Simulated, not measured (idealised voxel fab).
Documented hereafter: the process module known as voxel transistor to metal.
The cross-section shown here is cut; it is 195 nm wide and divided into square cells measuring 5 nm on a side.
We lay out every cross-section as a grid of square cells and spell it out in bands from the top down, where one band means one or more rows of cells.
Quick guide to a band line: top height, bottom height (nm) up front; then every material left to right with its width in nm. Only one material and it's marked "full width"? Then it fills the band edge to edge. And "air" just means empty space.
Height datum 0, below which the as-received substrate wafer is one material. Lowest band open at the bottom, running downward: "0 -> down".
Quick explanation for "30->40": the width changes in equal steps down the rows of cells, from the first number in the band's top row to the second number in its bottom row.
You'll sometimes find "all unchanged" written for a step, and that's the way of saying that nowhere in the cross-section did a cell change during that step.
"Closed void register" contains a list of empty spaces, each no smaller than 8 cells and without an open way to the top, written in the form width x height at distance with the distance from the left edge and all three in nm.
Heads up: the bit after the settings on a step's line is the simulator's remark on that step.
A step's line can hold "overlay nm"; with a mask on that step, the setting says how far right of the planned place the mask lay, while a negative setting says it lay to the left.

Listed below are the process steps as planned:
- 1: RECEIVE with material Si
- 2: OXIDIZE with depth nm 5
- 3: CONFORMAL_DEP with material SiN, thk nm 15
- 4: MASKED_ETCH with tone cover, mask id ACTIVE, width nm 100, etch materials SiN, depth nm 15, overlay nm 0
- 5: MASKED_ETCH with tone cover, mask id ACTIVE, width nm 100, etch materials SiO2, depth nm 5, overlay nm 0
- 6: MASKED_ETCH with tone cover, mask id ACTIVE, width nm 100, etch materials Si, depth nm 35, overlay nm 0
- 7: OXIDIZE with depth nm 5
- 8: FILL_DEP with material SiO2, thk nm 10
- 9: CMP with height nm 15
- 10: SELECTIVE_ETCH with etch materials SiO2, depth nm 5
- 11: STRIP with etch materials SiN
- 12: SELECTIVE_ETCH with etch materials SiO2, depth nm 5
- 13: OXIDIZE with depth nm 5
- 14: DIRECTIONAL_DEP with material polySi, thk nm 20
- 15: DIRECTIONAL_DEP with material SiCN, thk nm 15
- 16: PATTERN with tone cover, mask id GATE, material resist, width nm 20, thk nm 20, overlay nm 0
- 17: DIRECTIONAL_ETCH with etch materials SiCN, depth nm 25
- 18: DIRECTIONAL_ETCH with etch materials polySi, depth nm 30
- 19: STRIP with etch materials resist
- 20: CONFORMAL_DEP with material SiO2, thk nm 5
- 21: DIRECTIONAL_ETCH with etch materials SiO2, depth nm 5
- 22: CONFORMAL_DEP with material SiN, thk nm 10
- 23: DIRECTIONAL_ETCH with etch materials SiN, depth nm 10
- 24: DIRECTIONAL_ETCH with etch materials SiO2, depth nm 5
- 25: EPI with material nSi, thk nm 5
- 26: FILL_DEP with material SiO2, thk nm 5
- 27: CMP with height nm 30
- 28: DIRECTIONAL_DEP with material SiO2, thk nm 15
- 29: MASKED_ETCH with tone open, mask id CONTACT, width nm 25, pitch nm 55, etch materials SiO2, depth nm 50, overlay nm 0
- 30: CONFORMAL_DEP with material TiN, thk nm 5
- 31: FILL_DEP with material W, thk nm 5
- 32: CMP with height nm 45
- 33: DIRECTIONAL_DEP with material TiN, thk nm 5
- 34: DIRECTIONAL_DEP with material Ru, thk nm 15
- 35: DIRECTIONAL_DEP with material aC, thk nm 10
- 36: PATTERN with tone cover, mask id METAL_1, material resist, width nm 15, pitch nm 65, thk nm 30, overlay nm 0
- 37: DIRECTIONAL_ETCH with etch materials aC, depth nm 10
- 38: STRIP with etch materials resist
- 39: DIRECTIONAL_ETCH with etch materials Ru, depth nm 15
- 40: DIRECTIONAL_ETCH with etch materials TiN, depth nm 5
- 41: STRIP with etch materials aC
- 42: CONFORMAL_DEP with material SiCN, thk nm 5
- 43: FILL_DEP with material lowk, thk nm 5
- 44: CMP with height nm 65
- 45: CONFORMAL_DEP with material SiN, thk nm 5

As-received state of the wafer in cross-section, equivalent to post-step 1:
> 0 -> down | Si full width
> Closed void register: none

Looking at the first of two wafers in cross-section at end of module - ran to plan:
> 70 -> 65 | SiN full width
> 65 -> 50 | lowk 50 nm; SiCN 5 nm; Ru 15 nm; SiCN 5 nm; lowk 40 nm; SiCN 5 nm; Ru 15 nm; SiCN 5 nm; lowk 55 nm
> 50 -> 45 | SiCN 55 nm; TiN 15 nm; SiCN 50 nm; TiN 15 nm; SiCN 60 nm
> 45 -> 35 | SiO2 55 nm; TiN 5 nm; W 15 nm; TiN 5 nm; SiO2 30 nm; TiN 5 nm; W 15 nm; TiN 5 nm; SiO2 60 nm
> 35 -> 30 | SiO2 55 nm; TiN 5 nm; W 5 nm; TiN 15 nm; SiO2 30 nm; TiN 15 nm; W 5 nm; TiN 5 nm; SiO2 60 nm
> 30 -> 15 | SiO2 55 nm; TiN 5 nm; W 5 nm; TiN 5 nm; SiN 10 nm; SiO2 5 nm; SiCN 20 nm; SiO2 5 nm; SiN 10 nm; TiN 5 nm; W 5 nm; TiN 5 nm; SiO2 60 nm
> 15 -> 5 | SiO2 55 nm; TiN 5 nm; W 5 nm; TiN 5 nm; SiN 10 nm; SiO2 5 nm; polySi 20 nm; SiO2 5 nm; SiN 10 nm; TiN 5 nm; W 5 nm; TiN 5 nm; SiO2 60 nm
> 5 -> 0 | SiO2 45 nm; SiN 10 nm; TiN 5 nm; W 5 nm; TiN 5 nm; SiN 10 nm; SiO2 5 nm; polySi 20 nm; SiO2 5 nm; SiN 10 nm; TiN 5 nm; W 5 nm; TiN 5 nm; SiN 10 nm; SiO2 50 nm
> 0 -> -5 | SiO2 45 nm; SiN 10 nm; TiN 15 nm; SiN 10 nm; SiO2 5 nm; polySi 20 nm; SiO2 5 nm; SiN 10 nm; TiN 15 nm; SiN 10 nm; SiO2 50 nm
> -5 -> -10 | SiO2 55 nm; nSi 15 nm; SiO2 50 nm; nSi 15 nm; SiO2 60 nm
> -10 -> -45 | SiO2 50 nm; Si 90 nm; SiO2 55 nm
> -45 -> down | Si full width
> Closed void register: none

Module end: cross-section of wafer two of two. Same start and process plan as the first wafer. One mistake during execution:
> 70 -> 65 | SiN full width
> 65 -> 50 | lowk 50 nm; SiCN 5 nm; Ru 15 nm; SiCN 5 nm; lowk 40 nm; SiCN 5 nm; Ru 15 nm; SiCN 5 nm; lowk 55 nm
> 50 -> 45 | SiCN 55 nm; TiN 15 nm; SiCN 50 nm; TiN 15 nm; SiCN 60 nm
> 45 -> 35 | SiO2 55 nm; TiN 5 nm; W 15 nm; TiN 5 nm; SiO2 30 nm; TiN 5 nm; W 15 nm; TiN 5 nm; SiO2 60 nm
> 35 -> 30 | SiO2 55 nm; TiN 5 nm; W 5 nm; TiN 15 nm; SiO2 30 nm; TiN 15 nm; W 5 nm; TiN 5 nm; SiO2 60 nm
> 30 -> 25 | SiCN 40 nm; SiO2 5 nm; SiN 10 nm; TiN 5 nm; W 5 nm; TiN 5 nm; SiN 10 nm; SiO2 5 nm; SiCN 20 nm; SiO2 5 nm; SiN 10 nm; TiN 5 nm; W 5 nm; TiN 5 nm; SiN 10 nm; SiO2 5 nm; SiCN 45 nm
> 25 -> 20 | polySi 40 nm; SiO2 5 nm; SiN 10 nm; TiN 15 nm; SiN 10 nm; SiO2 5 nm; SiCN 20 nm; SiO2 5 nm; SiN 10 nm; TiN 15 nm; SiN 10 nm; SiO2 5 nm; polySi 45 nm
> 20 -> 15 | polySi 40 nm; SiCN 110 nm; polySi 45 nm
> 15 -> 5 | polySi full width
> 5 -> -5 | SiO2 40 nm; polySi 110 nm; SiO2 45 nm
> -5 -> -10 | SiO2 full width
> -10 -> -45 | SiO2 50 nm; Si 90 nm; SiO2 55 nm
> -45 -> down | Si full width
> Closed void register: none
Misprocessing identified: step 15 of the plan was executed twice over
FYI, end of process, the second wafer has more or fewer cells of some materials than the first: SiCN: 35 more; SiN: 20 fewer; SiO2: 119 fewer; TiN: 20 fewer; W: 10 fewer; nSi: 6 fewer; polySi: 140 more
